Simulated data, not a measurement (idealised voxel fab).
voxel ribs on slabs: a process module
It is cross-section cut that appears here, measuring 155 nm in width, its square cells being 5 nm in size.
Just so we're on the same page, the cross-sections are grids of square cells, and they're listed out in bands top to bottom, each band one or more rows deep.
Read a band's entry like this: the first values are the height of its top and the height of its bottom in nm, and what follows is the sequence of materials from left to right, each with its width in nm. Note that "blank" is empty space, and that a single material marked "full width" reaches across the band from edge to edge.
Heights are reckoned from 0. Under this level, the received wafer is all of one material. The bottommost band is open-ended downward, for example "0 -> down".
Per-row width for "30 to 40": begins at first number (top row of band), ends at second number (bottom row), increment between rows held constant.
Take "everything unchanged" at face value: in the step it is given for, the cross-section changed in none of its cells.
Each empty space that has no open way to the top and spans at least 8 cells appears under "Completely sealed voids" as width x height at distance, the distance counted from the left edge, all in nm.
Past the settings on a step's line: simulator remark, on that step.
"overlay nm" on a masked step: distance the mask lay right of its planned place, negative for left.

Process steps (planned)
1 RECEIVE with material Si
2 DIRECTIONAL_DEP with material SiO2, thk nm 30
3 DIRECTIONAL_DEP with material SiN, thk nm 25
4 PATTERN with tone cover, mask id RIB, material resist, width nm 20, thk nm 15, overlay nm 0
5 DIRECTIONAL_ETCH with etch materials SiN, depth nm 20
6 STRIP with etch materials resist
7 MASKED_ETCH with tone cover, mask id SLAB, width nm 50, etch materials SiN, depth nm 5, overlay nm 0
8 FILL_DEP with material SiO2, thk nm 20
9 CMP with height nm 70
10 DIRECTIONAL_DEP with material W, thk nm 10
11 DIRECTIONAL_DEP with material aC, thk nm 15
12 PATTERN with tone cover, mask id HEATER, material resist, width nm 30, thk nm 30, overlay nm 0
13 DIRECTIONAL_ETCH with etch materials aC, depth nm 15
14 STRIP with etch materials resist
15 DIRECTIONAL_ETCH with etch materials W, depth nm 10
16 STRIP with etch materials aC
17 CONFORMAL_DEP with material SiN, thk nm 5

Wafer, first of two, run as planned

Cross-section of the wafer upon arrival, representing the state reached after step 1
  0 -> down: Si full width
  Completely sealed voids: none

Step 2 complete: cross-section through the wafer
  30 -> 0: SiO2 full width
  Unchanged below 0.

Step 3 complete: cross-section through the wafer
  55 -> 30: SiN full width
  Unchanged below 30.

Step 4 complete: cross-section through the wafer
  70 -> 55: blank 65 nm  resist 20 nm  blank 70 nm
  Unchanged below 55.

Step 5 complete: cross-section through the wafer
  70 -> 55: blank 65 nm  resist 20 nm  blank 70 nm
  55 -> 35: blank 65 nm  SiN 20 nm  blank 70 nm
  Unchanged below 35.

Step 6 complete: cross-section through the wafer
  55 -> 35: blank 65 nm  SiN 20 nm  blank 70 nm
  Unchanged below 35.

Step 7 complete: cross-section through the wafer
  55 -> 35: blank 65 nm  SiN 20 nm  blank 70 nm
  35 -> 30: blank 50 nm  SiN 50 nm  blank 55 nm
  Unchanged below 30.

Step 8 complete: cross-section through the wafer
  75 -> 55: SiO2 full width
  55 -> 35: SiO2 65 nm  SiN 20 nm  SiO2 70 nm
  35 -> 30: SiO2 50 nm  SiN 50 nm  SiO2 55 nm
  Unchanged below 30.

Step 9 complete: cross-section through the wafer
  70 -> 55: SiO2 full width
  Unchanged below 55.

Step 10 complete: cross-section through the wafer
  80 -> 70: W full width
  Unchanged below 70.

Step 11 complete: cross-section through the wafer
  95 -> 80: aC full width
  Unchanged below 80.

Step 12 complete: cross-section through the wafer
  125 -> 95: blank 60 nm  resist 30 nm  blank 65 nm
  Unchanged below 95.

Step 13 complete: cross-section through the wafer
  110 -> 95: blank 60 nm  resist 30 nm  blank 65 nm
  95 -> 80: blank 60 nm  aC 30 nm  blank 65 nm
  Unchanged below 80.

Step 14 complete: cross-section through the wafer
  95 -> 80: blank 60 nm  aC 30 nm  blank 65 nm
  Unchanged below 80.

Step 15 complete: cross-section through the wafer
  95 -> 80: blank 60 nm  aC 30 nm  blank 65 nm
  80 -> 70: blank 60 nm  W 30 nm  blank 65 nm
  Unchanged below 70.

Step 16 complete: cross-section through the wafer
  80 -> 70: blank 60 nm  W 30 nm  blank 65 nm
  Unchanged below 70.

Step 17 complete: cross-section through the wafer
  85 -> 80: blank 55 nm  SiN 40 nm  blank 60 nm
  80 -> 75: blank 55 nm  SiN 5 nm  W 30 nm  SiN 5 nm  blank 60 nm
  75 -> 70: SiN 60 nm  W 30 nm  SiN 65 nm
  Unchanged below 70.

Second wafer, same starting state and plan as the first, one mistake in the run, identical through step 6

Planned end of step 7: second wafer, cross-section
  55 -> 35: blank 65 nm  SiN 20 nm  blank 70 nm
  35 -> 30: blank 60 nm  SiN 50 nm  blank 45 nm
  Unchanged below 30.

Planned end of step 8: second wafer, cross-section
  75 -> 55: SiO2 full width
  55 -> 35: SiO2 65 nm  SiN 20 nm  SiO2 70 nm
  35 -> 30: SiO2 60 nm  SiN 50 nm  SiO2 45 nm
  Unchanged below 30.

Planned end of step 9: second wafer, cross-section
  70 -> 55: SiO2 full width
  Unchanged below 55.

Planned end of step 10: second wafer, cross-section
  80 -> 70: W full width
  Unchanged below 70.

Planned end of step 11: second wafer, cross-section
  95 -> 80: aC full width
  Unchanged below 80.

Planned end of step 12: second wafer, cross-section
  125 -> 95: blank 60 nm  resist 30 nm  blank 65 nm
  Unchanged below 95.

Planned end of step 13: second wafer, cross-section
  110 -> 95: blank 60 nm  resist 30 nm  blank 65 nm
  95 -> 80: blank 60 nm  aC 30 nm  blank 65 nm
  Unchanged below 80.

Planned end of step 14: second wafer, cross-section
  95 -> 80: blank 60 nm  aC 30 nm  blank 65 nm
  Unchanged below 80.

Planned end of step 15: second wafer, cross-section
  95 -> 80: blank 60 nm  aC 30 nm  blank 65 nm
  80 -> 70: blank 60 nm  W 30 nm  blank 65 nm
  Unchanged below 70.

Planned end of step 16: second wafer, cross-section
  80 -> 70: blank 60 nm  W 30 nm  blank 65 nm
  Unchanged below 70.

Planned end of step 17: second wafer, cross-section
  85 -> 80: blank 55 nm  SiN 40 nm  blank 60 nm
  80 -> 75: blank 55 nm  SiN 5 nm  W 30 nm  SiN 5 nm  blank 60 nm
  75 -> 70: SiN 60 nm  W 30 nm  SiN 65 nm
  Unchanged below 70.
Misprocessing identified: step 7 changed vs plan, executed as MASKED_ETCH with tone cover, mask id SLAB, width nm 50, etch materials SiN, depth nm 5, overlay nm 10
Final wafers compared: equal cell tally per material, rearranged layout.
